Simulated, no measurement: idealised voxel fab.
The following is a process module called voxel self aligned vias.
We display cut, a cross-section 220 nm in width whose square cells are each 5 nm.
Reading order for cross-sections: top band down to bottom band. Underlying form: a grid of square cells. Band size: one or more rows of cells.
For a band, the entry starts with two heights in nm, that of the top and then that of the bottom, and carries on with the band's materials in order from left to right, each alongside its width in nm; the word "all across" beside a single material means it fills the band edge to edge, and "empty" means empty space.
The level at which height equals 0 is the one under which the wafer, as it arrives, is entirely one material. No lower edge exists for the bottom band, which continues downward and is notated as in "from 0 down".
Note: "30->40" means the width goes from the first number (top row of the band) to the second number (bottom row) in equal steps per row of cells.
No cell of the cross-section changed in a step that is given as "everything unchanged".
Closed-off voids of 8+ cells (no open route to the top) go in "Internal closed voids", written width x height at distance from the left edge, in nm.
Formally, on a step line, whatever follows the settings is a remark that the simulator itself makes on the step.
"overlay nm" denotes, for a step that has a mask, the displacement of the mask to the right of its planned place, with negative values corresponding to the left.

Steps planned for the process
1,RECEIVE: material Si
2,CONFORMAL_DEP: material SiO2, thk nm 10
3,CONFORMAL_DEP: material SiCN, thk nm 5
4,DIRECTIONAL_DEP: material SiO2, thk nm 20
5,MASKED_ETCH: tone open, mask id LINES, width nm 20, pitch nm 60, etch materials SiO2, depth nm 20, overlay nm 0
6,CONFORMAL_DEP: material TiN, thk nm 5
7,FILL_DEP: material W, thk nm 5
8,CMP: height nm 35
9,SELECTIVE_ETCH: etch materials W Ru TiN, depth nm 10
10,FILL_DEP: material SiN, thk nm 5
11,CMP: height nm 35
12,DIRECTIONAL_DEP: material SiO2, thk nm 15
13,DIRECTIONAL_DEP: material aC, thk nm 15
14,PATTERN: tone open, mask id VIAS, material resist, width nm 40, pitch nm 120, thk nm 30, overlay nm 0
15,DIRECTIONAL_ETCH: etch materials aC, depth nm 15
16,STRIP: etch materials resist
17,DIRECTIONAL_ETCH: etch materials SiO2, depth nm 15
18,DIRECTIONAL_ETCH: etch materials SiN, depth nm 10
19,STRIP: etch materials aC
20,CONFORMAL_DEP: material TiN, thk nm 5
21,FILL_DEP: material W, thk nm 5
22,CMP: height nm 50
23,CONFORMAL_DEP: material SiCN, thk nm 5

The first of two wafers, run as planned

Cross-section of the wafer at receipt, which is the condition after step 1
* from 0 down  Si all across
* Internal closed voids: none

So this is the wafer cross-section right after step 2
* from 10 to 0  SiO2 all across
* Below 0 it's all the same as before, nothing changed down there.

So this is the wafer cross-section right after step 3
* from 15 to 10  SiCN all across
* Below 10 it's all the same as before, nothing changed down there.

So this is the wafer cross-section right after step 4
* from 35 to 15  SiO2 all across
* Below 15 it's all the same as before, nothing changed down there.

So this is the wafer cross-section right after step 5
* from 35 to 15  SiO2 (40); empty (20); SiO2 (40); empty (20); SiO2 (40); empty (20); SiO2 (40)
* Below 15 it's all the same as before, nothing changed down there.

So this is the wafer cross-section right after step 6
* from 40 to 35  TiN (45); empty (10); TiN (50); empty (10); TiN (50); empty (10); TiN (45)
* from 35 to 20  SiO2 (40); TiN (5); empty (10); TiN (5); SiO2 (40); TiN (5); empty (10); TiN (5); SiO2 (40); TiN (5); empty (10); TiN (5); SiO2 (40)
* from 20 to 15  SiO2 (40); TiN (20); SiO2 (40); TiN (20); SiO2 (40); TiN (20); SiO2 (40)
* Below 15 it's all the same as before, nothing changed down there.

So this is the wafer cross-section right after step 7
* from 45 to 40  W all across
* from 40 to 35  TiN (45); W (10); TiN (50); W (10); TiN (50); W (10); TiN (45)
* from 35 to 20  SiO2 (40); TiN (5); W (10); TiN (5); SiO2 (40); TiN (5); W (10); TiN (5); SiO2 (40); TiN (5); W (10); TiN (5); SiO2 (40)
* Below 20 it's all the same as before, nothing changed down there.

So this is the wafer cross-section right after step 8
* from 35 to 20  SiO2 (40); TiN (5); W (10); TiN (5); SiO2 (40); TiN (5); W (10); TiN (5); SiO2 (40); TiN (5); W (10); TiN (5); SiO2 (40)
* Below 20 it's all the same as before, nothing changed down there.

So this is the wafer cross-section right after step 9
* from 35 to 25  SiO2 (40); empty (20); SiO2 (40); empty (20); SiO2 (40); empty (20); SiO2 (40)
* Below 25 it's all the same as before, nothing changed down there.

So this is the wafer cross-section right after step 10
* from 40 to 35  SiN all across
* from 35 to 25  SiO2 (40); SiN (20); SiO2 (40); SiN (20); SiO2 (40); SiN (20); SiO2 (40)
* Below 25 it's all the same as before, nothing changed down there.

So this is the wafer cross-section right after step 11
* from 35 to 25  SiO2 (40); SiN (20); SiO2 (40); SiN (20); SiO2 (40); SiN (20); SiO2 (40)
* Below 25 it's all the same as before, nothing changed down there.

So this is the wafer cross-section right after step 12
* from 50 to 35  SiO2 all across
* Below 35 it's all the same as before, nothing changed down there.

So this is the wafer cross-section right after step 13
* from 65 to 50  aC all across
* Below 50 it's all the same as before, nothing changed down there.

So this is the wafer cross-section right after step 14
* from 95 to 65  resist (30); empty (40); resist (80); empty (40); resist (30)
* Below 65 it's all the same as before, nothing changed down there.

So this is the wafer cross-section right after step 15
* from 80 to 65  resist (30); empty (40); resist (80); empty (40); resist (30)
* from 65 to 50  aC (30); empty (40); aC (80); empty (40); aC (30)
* Below 50 it's all the same as before, nothing changed down there.

So this is the wafer cross-section right after step 16
* from 65 to 50  aC (30); empty (40); aC (80); empty (40); aC (30)
* Below 50 it's all the same as before, nothing changed down there.

So this is the wafer cross-section right after step 17
* from 65 to 50  aC (30); empty (40); aC (80); empty (40); aC (30)
* from 50 to 35  SiO2 (30); empty (40); SiO2 (80); empty (40); SiO2 (30)
* Below 35 it's all the same as before, nothing changed down there.

So this is the wafer cross-section right after step 18
* from 65 to 50  aC (30); empty (40); aC (80); empty (40); aC (30)
* from 50 to 35  SiO2 (30); empty (40); SiO2 (80); empty (40); SiO2 (30)
* from 35 to 25  SiO2 (40); empty (20); SiO2 (40); SiN (20); SiO2 (40); empty (20); SiO2 (40)
* Below 25 it's all the same as before, nothing changed down there.

So this is the wafer cross-section right after step 19
* from 50 to 35  SiO2 (30); empty (40); SiO2 (80); empty (40); SiO2 (30)
* Below 35 it's all the same as before, nothing changed down there.

So this is the wafer cross-section right after step 20
* from 55 to 50  TiN (35); empty (30); TiN (90); empty (30); TiN (35)
* from 50 to 40  SiO2 (30); TiN (5); empty (30); TiN (5); SiO2 (80); TiN (5); empty (30); TiN (5); SiO2 (30)
* from 40 to 35  SiO2 (30); TiN (15); empty (10); TiN (15); SiO2 (80); TiN (15); empty (10); TiN (15); SiO2 (30)
* from 35 to 30  SiO2 (40); TiN (5); empty (10); TiN (5); SiO2 (40); SiN (20); SiO2 (40); TiN (5); empty (10); TiN (5); SiO2 (40)
* from 30 to 25  SiO2 (40); TiN (20); SiO2 (40); SiN (20); SiO2 (40); TiN (20); SiO2 (40)
* Below 25 it's all the same as before, nothing changed down there.

So this is the wafer cross-section right after step 21
* from 60 to 55  W all across
* from 55 to 50  TiN (35); W (30); TiN (90); W (30); TiN (35)
* from 50 to 40  SiO2 (30); TiN (5); W (30); TiN (5); SiO2 (80); TiN (5); W (30); TiN (5); SiO2 (30)
* from 40 to 35  SiO2 (30); TiN (15); W (10); TiN (15); SiO2 (80); TiN (15); W (10); TiN (15); SiO2 (30)
* from 35 to 30  SiO2 (40); TiN (5); W (10); TiN (5); SiO2 (40); SiN (20); SiO2 (40); TiN (5); W (10); TiN (5); SiO2 (40)
* Below 30 it's all the same as before, nothing changed down there.

So this is the wafer cross-section right after step 22
* from 50 to 40  SiO2 (30); TiN (5); W (30); TiN (5); SiO2 (80); TiN (5); W (30); TiN (5); SiO2 (30)
* Below 40 it's all the same as before, nothing changed down there.

So this is the wafer cross-section right after step 23
* from 55 to 50  SiCN all across
* Below 50 it's all the same as before, nothing changed down there.

Second wafer. Start and plan as for the first. One mistake made in running. Agrees with the first up to and including step 13

Second wafer shown in cross-section at the time step 14 was slated to end
* from 95 to 65  resist (25); empty (50); resist (70); empty (50); resist (25)
* Below 65 it's all the same as before, nothing changed down there.

Second wafer shown in cross-section at the time step 15 was slated to end
* from 80 to 65  resist (25); empty (50); resist (70); empty (50); resist (25)
* from 65 to 50  aC (25); empty (50); aC (70); empty (50); aC (25)
* Below 50 it's all the same as before, nothing changed down there.

Second wafer shown in cross-section at the time step 16 was slated to end
* from 65 to 50  aC (25); empty (50); aC (70); empty (50); aC (25)
* Below 50 it's all the same as before, nothing changed down there.

Second wafer shown in cross-section at the time step 17 was slated to end
* from 65 to 50  aC (25); empty (50); aC (70); empty (50); aC (25)
* from 50 to 35  SiO2 (25); empty (50); SiO2 (70); empty (50); SiO2 (25)
* Below 35 it's all the same as before, nothing changed down there.

Second wafer shown in cross-section at the time step 18 was slated to end
* from 65 to 50  aC (25); empty (50); aC (70); empty (50); aC (25)
* from 50 to 35  SiO2 (25); empty (50); SiO2 (70); empty (50); SiO2 (25)
* from 35 to 25  SiO2 (40); empty (20); SiO2 (40); SiN (20); SiO2 (40); empty (20); SiO2 (40)
* Below 25 it's all the same as before, nothing changed down there.

Second wafer shown in cross-section at the time step 19 was slated to end
* from 50 to 35  SiO2 (25); empty (50); SiO2 (70); empty (50); SiO2 (25)
* Below 35 it's all the same as before, nothing changed down there.

Second wafer shown in cross-section at the time step 20 was slated to end
* from 55 to 50  TiN (30); empty (40); TiN (80); empty (40); TiN (30)
* from 50 to 40  SiO2 (25); TiN (5); empty (40); TiN (5); SiO2 (70); TiN (5); empty (40); TiN (5); SiO2 (25)
* from 40 to 35  SiO2 (25); TiN (20); empty (10); TiN (20); SiO2 (70); TiN (20); empty (10); TiN (20); SiO2 (25)
* from 35 to 30  SiO2 (40); TiN (5); empty (10); TiN (5); SiO2 (40); SiN (20); SiO2 (40); TiN (5); empty (10); TiN (5); SiO2 (40)
* from 30 to 25  SiO2 (40); TiN (20); SiO2 (40); SiN (20); SiO2 (40); TiN (20); SiO2 (40)
* Below 25 it's all the same as before, nothing changed down there.

Second wafer shown in cross-section at the time step 21 was slated to end
* from 60 to 55  W all across
* from 55 to 50  TiN (30); W (40); TiN (80); W (40); TiN (30)
* from 50 to 40  SiO2 (25); TiN (5); W (40); TiN (5); SiO2 (70); TiN (5); W (40); TiN (5); SiO2 (25)
* from 40 to 35  SiO2 (25); TiN (20); W (10); TiN (20); SiO2 (70); TiN (20); W (10); TiN (20); SiO2 (25)
* from 35 to 30  SiO2 (40); TiN (5); W (10); TiN (5); SiO2 (40); SiN (20); SiO2 (40); TiN (5); W (10); TiN (5); SiO2 (40)
* Below 30 it's all the same as before, nothing changed down there.

Second wafer shown in cross-section at the time step 22 was slated to end
* from 50 to 40  SiO2 (25); TiN (5); W (40); TiN (5); SiO2 (70); TiN (5); W (40); TiN (5); SiO2 (25)
* Below 40 it's all the same as before, nothing changed down there.

Second wafer shown in cross-section at the time step 23 was slated to end
* from 55 to 50  SiCN all across
* Below 50 it's all the same as before, nothing changed down there.
What was done differently from what was planned? step 14 was run on a setting that differed from the plan, and what really ran there is PATTERN: tone open, mask id VIAS, material resist, width nm 50, pitch nm 120, thk nm 30, overlay nm 0
The closing comparison, in cells, has the second wafer with more or fewer of some materials than the first: 12 fewer of SiO2 | 4 more of TiN | 8 more of W
